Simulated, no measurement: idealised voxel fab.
The process module presented herein is designated voxel lift off.
Shown is cross-section cut, with a width of 215 nm and square cells of size 5 nm.
For the purposes of this document, a cross-section shall be understood as a grid of square cells, specified as bands listed in top-to-bottom order, each band consisting of one or more rows of cells.
This entry defines a band. It first specifies the height of the band's top and the height of its bottom in nm, and then specifies the band's materials from left to right, stating each material with its width in nm. The word "edge to edge" identifies a single material that fills the band from edge to edge, while the word "air" identifies empty space.
We count height from 0. Below that, the starting wafer is all one material. The lowest band never ends at the bottom but goes on down; see "0 -> down" for how that is written.
So if you see something like "30..40" for the width, read it as the top row of the band sitting at the first number and the bottom row at the second, with every row in between moving by the same amount as the last.
"no change occurred" after a step means that no cell of the cross-section changed.
"Sealed cavities" specifies each empty space that is not open to the top and that occupies no fewer than 8 cells, using the form width x height at distance, the distance measured from the left edge and all three quantities in nm.
If you see something after the settings on a step's line, that's the simulator's own remark about that step.
"overlay nm", when on a step's line for a step with a mask, measures how far to the right of its planned place the mask lay; a negative measure means to the left.
Planned step list for the process
1,op RECEIVE | material Si
2,op CONFORMAL_DEP | material Al2O3 | thk nm 5
3,op PATTERN | tone open | mask id LINES | material resist | width nm 15 | pitch nm 45 | thk nm 20 | overlay nm 0
4,op DIRECTIONAL_DEP | material Ru | thk nm 10
5,op STRIP | etch materials resist
6,op CONFORMAL_DEP | material SiCN | thk nm 10
Wafer at receipt (post step 1), cross-section
> 0 -> down: Si edge to edge
> Sealed cavities: none
The first of two wafers, cross-sectioned at the end of the module, with the run proceeding as planned
> 25 -> 15: air 45 / SiCN 35 / air 10 / SiCN 35 / air 10 / SiCN 35 / air 45
> 15 -> 5: SiCN 55 / Ru 15 / SiCN 30 / Ru 15 / SiCN 30 / Ru 15 / SiCN 55
> 5 -> 0: Al2O3 edge to edge
> 0 -> down: Si edge to edge
> Sealed cavities: none
Cross-section at end of module for the second wafer of two, which matched the first in starting point and plan and differed by one mistake in its processing
> 15 -> 5: SiCN edge to edge
> 5 -> 0: Al2O3 edge to edge
> 0 -> down: Si edge to edge
> Sealed cavities: none
Run error: execution of step 4 of the plan did not take place, the step having been omitted
The final cell counts differ between the wafers, with the second having more or fewer of some materials than the first: -18 Ru | -24 SiCN
